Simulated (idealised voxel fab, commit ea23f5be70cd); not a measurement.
process module | voxel lift off
cross-section cut | 210 nm wide | cells 5 nm
A cross-section is a grid of square cells, given in bands from the top down. A band is one or more rows of cells.
Each band's line starts with the height of the band's top and of its bottom, in nm. Then come its materials from left to right, each with its width in nm. One material with "throughout" fills the band from edge to edge. "air" is empty space.
Height 0 is the level under which the wafer as received is all one material. The lowest band goes on downwards, as in "0 down".
A width such as "30 to 40" changes by the same amount from each row of cells to the next, from the band's top row to its bottom row.
"no change" after a step means that no cell of the cross-section changed.
closed voids: empty space of 8 cells or more with no open way to the top, each as width x height at its distance from the left edge, in nm
after a step's settings: what the simulator itself notes on the step
overlay nm, on a step with a mask: how far to the right of its planned place the mask lay; to the left if negative
plan
1 op RECEIVE | material Si
2 op CONFORMAL_DEP | material SiO2 | thk nm 10
3 op PATTERN | tone open | mask id LINES | material resist | width nm 20 | pitch nm 35 | thk nm 20 | overlay nm 0
4 op DIRECTIONAL_DEP | material Ru | thk nm 10
5 op STRIP | etch materials resist
6 op CONFORMAL_DEP | material SiN | thk nm 5
as received, after step 1
  0 down: Si throughout
  closed voids: none
a wafer at the end: this start, this plan, one mistake
  25 to 15: air 70 | Ru 30 | air 5 | Ru 30 | air 75
  15 to 10: Ru throughout
  10 to 0: SiO2 throughout
  0 down: Si throughout
  closed voids: none
what went wrong: step 6 ran as: op CONFORMAL_DEP | material Ru | thk nm 5
